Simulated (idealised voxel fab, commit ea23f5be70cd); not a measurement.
The following process module bears the name voxel transistor to metal.
The figure presents cross-section cut, which has a width of 290 nm and is divided into square cells with an edge length of 5 nm.
If you're reading a cross-section in this doc, picture square cells in a grid; it comes to you as bands, top ones listed first down to the bottom, and a band can be one or more rows of cells.
Per band: top height and bottom height in nm, followed by the left-to-right materials and their widths in nm; "throughout" marks a single material spanning edge to edge, "empty" marks empty space.
Beneath 0, the wafer as received is one material, and that level is where height counting begins. The lowest band goes on downward without a bottom; it is written like "0..down".
A two-number width, for instance "30 to 40", indicates that the width is equal to the first number in the top row of the band and to the second number in the bottom row, and that it changes by a constant amount per row of cells.
No cell of the cross-section changed in a step that is given as "no change occurred".
Empty spaces without an open route to the top, at least 8 cells in extent, make up the entry "Enclosed void list"; each is given as width x height at distance, where the distance is measured from the left edge, and all are in nm.
What comes after the settings on a step's line is commentary from the simulator itself on that step.
A step's line can hold "overlay nm"; with a mask on that step, the setting says how far right of the planned place the mask lay, while a negative setting says it lay to the left.
Process steps - plan:
step 1: RECEIVE, material Si
step 2: CONFORMAL_DEP, material SiO2, thk nm 5
step 3: CONFORMAL_DEP, material SiN, thk nm 10
step 4: MASKED_ETCH, tone cover, mask id ACTIVE, width nm 115, pitch nm 135, etch materials SiN, depth nm 10, overlay nm 0
step 5: MASKED_ETCH, tone cover, mask id ACTIVE, width nm 115, pitch nm 135, etch materials SiO2, depth nm 5, overlay nm 0
step 6: MASKED_ETCH, tone cover, mask id ACTIVE, width nm 115, pitch nm 135, etch materials Si, depth nm 30, overlay nm 0
step 7: FILL_DEP, material SiO2, thk nm 5
step 8: CMP, height nm 15
step 9: SELECTIVE_ETCH, etch materials SiO2, depth nm 5
step 10: STRIP, etch materials SiN
step 11: SELECTIVE_ETCH, etch materials SiO2, depth nm 5
step 12: OXIDIZE, depth nm 5
step 13: DIRECTIONAL_DEP, material polySi, thk nm 30
step 14: DIRECTIONAL_DEP, material SiCN, thk nm 10
step 15: PATTERN, tone cover, mask id GATE, material resist, width nm 35, pitch nm 135, thk nm 20, overlay nm 0
step 16: DIRECTIONAL_ETCH, etch materials SiCN, depth nm 20
step 17: DIRECTIONAL_ETCH, etch materials polySi, depth nm 40
step 18: STRIP, etch materials resist
step 19: CONFORMAL_DEP, material SiO2, thk nm 5
step 20: DIRECTIONAL_ETCH, etch materials SiO2, depth nm 5
step 21: CONFORMAL_DEP, material SiN, thk nm 10
step 22: DIRECTIONAL_ETCH, etch materials SiN, depth nm 10
step 23: DIRECTIONAL_ETCH, etch materials SiO2, depth nm 5
step 24: EPI, material SiGe, thk nm 5
step 25: FILL_DEP, material SiO2, thk nm 10
step 26: CMP, height nm 30
step 27: STRIP, etch materials polySi
step 28: SELECTIVE_ETCH, etch materials SiO2, depth nm 5
step 29: CONFORMAL_DEP, material HfO2, thk nm 5
step 30: CONFORMAL_DEP, material TiN, thk nm 5
step 31: FILL_DEP, material W, thk nm 10
step 32: CMP, height nm 25
step 33: DIRECTIONAL_DEP, material SiO2, thk nm 15
step 34: PATTERN, tone open, mask id CONTACT, material resist, width nm 15, thk nm 15, overlay nm 0
step 35: DIRECTIONAL_ETCH, etch materials SiO2, depth nm 40
step 36: STRIP, etch materials resist
step 37: CONFORMAL_DEP, material TiN, thk nm 5
step 38: FILL_DEP, material Ru, thk nm 5
step 39: CMP, height nm 40
step 40: DIRECTIONAL_DEP, material TiN, thk nm 5
step 41: DIRECTIONAL_DEP, material Ru, thk nm 15
step 42: MASKED_ETCH, tone cover, mask id METAL_1, width nm 15, etch materials Ru, depth nm 15, overlay nm 0
step 43: MASKED_ETCH, tone cover, mask id METAL_1, width nm 15, etch materials TiN, depth nm 5, overlay nm 0
step 44: FILL_DEP, material lowk, thk nm 10
step 45: CMP, height nm 60
step 46: CONFORMAL_DEP, material SiN, thk nm 5
Cross-sectional view of the wafer in its as-received condition, corresponding to the state after step 1:
    0..down: Si throughout
    Enclosed void list: none
First of two wafers, end-of-module section, run followed plan:
    65..60: SiN throughout
    60..45: lowk (25); Ru (15); lowk (75); Ru (15); lowk (30); Ru (15); lowk (75); Ru (15); lowk (25)
    45..40: lowk (25); TiN (15); lowk (75); TiN (15); lowk (30); TiN (15); lowk (75); TiN (15); lowk (25)
    40..25: SiO2 (25); TiN (5); Ru (5); TiN (5); SiO2 (75); TiN (5); Ru (5); TiN (5); SiO2 (30); TiN (5); Ru (5); TiN (5); SiO2 (75); TiN (5); Ru (5); TiN (5); SiO2 (25)
    25..10: SiO2 (25); TiN (5); Ru (5); TiN (5); SiO2 (5); SiN (10); HfO2 (5); TiN (5); W (25); TiN (5); HfO2 (5); SiN (10); SiO2 (5); TiN (5); Ru (5); TiN (5); SiO2 (30); TiN (5); Ru (5); TiN (5); SiO2 (5); SiN (10); HfO2 (5); TiN (5); W (25); TiN (5); HfO2 (5); SiN (10); SiO2 (5); TiN (5); Ru (5); TiN (5); SiO2 (25)
    10..5: SiO2 (25); TiN (15); SiO2 (5); SiN (10); HfO2 (5); TiN (5); W (25); TiN (5); HfO2 (5); SiN (10); SiO2 (5); TiN (15); SiO2 (30); TiN (15); SiO2 (5); SiN (10); HfO2 (5); TiN (5); W (25); TiN (5); HfO2 (5); SiN (10); SiO2 (5); TiN (15); SiO2 (25)
    5..0: SiO2 (20); SiN (10); TiN (10); SiO2 (5); SiN (10); HfO2 (5); TiN (35); HfO2 (5); SiN (10); SiO2 (5); TiN (10); SiN (10); SiO2 (20); SiN (10); TiN (10); SiO2 (5); SiN (10); HfO2 (5); TiN (35); HfO2 (5); SiN (10); SiO2 (5); TiN (10); SiN (10); SiO2 (20)
    0..-5: SiO2 (30); SiGe (15); SiO2 (10); HfO2 (45); SiO2 (10); SiGe (15); SiO2 (40); SiGe (15); SiO2 (10); HfO2 (45); SiO2 (10); SiGe (15); SiO2 (30)
    -5..-30: SiO2 (20); Si (115); SiO2 (20); Si (115); SiO2 (20)
    -30..down: Si throughout
    Enclosed void list: none
Presented here is a cross-section of the second of the two wafers as it stood at the end of the module. It was started in the same manner and assigned the same plan as the first wafer; however, one mistake was made in its execution:
    65..60: SiN throughout
    60..45: lowk (25); Ru (15); lowk (75); Ru (15); lowk (30); Ru (15); lowk (75); Ru (15); lowk (25)
    45..40: lowk (25); TiN (15); lowk (75); TiN (15); lowk (30); TiN (15); lowk (75); TiN (15); lowk (25)
    40..25: SiO2 (25); TiN (5); Ru (5); TiN (5); SiO2 (75); TiN (5); Ru (5); TiN (5); SiO2 (30); TiN (5); Ru (5); TiN (5); SiO2 (75); TiN (5); Ru (5); TiN (5); SiO2 (25)
    25..10: SiO2 (25); TiN (5); Ru (5); TiN (5); SiN (10); HfO2 (5); TiN (5); W (35); TiN (5); HfO2 (5); SiN (10); TiN (5); Ru (5); TiN (5); SiO2 (30); TiN (5); Ru (5); TiN (5); SiN (10); HfO2 (5); TiN (5); W (35); TiN (5); HfO2 (5); SiN (10); TiN (5); Ru (5); TiN (5); SiO2 (25)
    10..5: SiO2 (25); TiN (15); SiN (10); HfO2 (5); TiN (5); W (35); TiN (5); HfO2 (5); SiN (10); TiN (15); SiO2 (30); TiN (15); SiN (10); HfO2 (5); TiN (5); W (35); TiN (5); HfO2 (5); SiN (10); TiN (15); SiO2 (25)
    5..0: SiO2 (20); SiN (10); TiN (10); SiN (10); HfO2 (5); TiN (45); HfO2 (5); SiN (10); TiN (10); SiN (10); SiO2 (20); SiN (10); TiN (10); SiN (10); HfO2 (5); TiN (45); HfO2 (5); SiN (10); TiN (10); SiN (10); SiO2 (20)
    0..-5: SiO2 (30); SiGe (10); SiO2 (10); HfO2 (55); SiO2 (10); SiGe (10); SiO2 (40); SiGe (10); SiO2 (10); HfO2 (55); SiO2 (10); SiGe (10); SiO2 (30)
    -5..-30: SiO2 (20); Si (115); SiO2 (20); Si (115); SiO2 (20)
    -30..down: Si throughout
    Enclosed void list: none
Nonconformance to the process plan: step 15 ran as: PATTERN, tone cover, mask id GATE, material resist, width nm 45, pitch nm 135, thk nm 20, overlay nm 0
at the end the second wafer has, in cells: HfO2 +4 | SiGe -4 | SiO2 -20 | TiN +4 | W +16
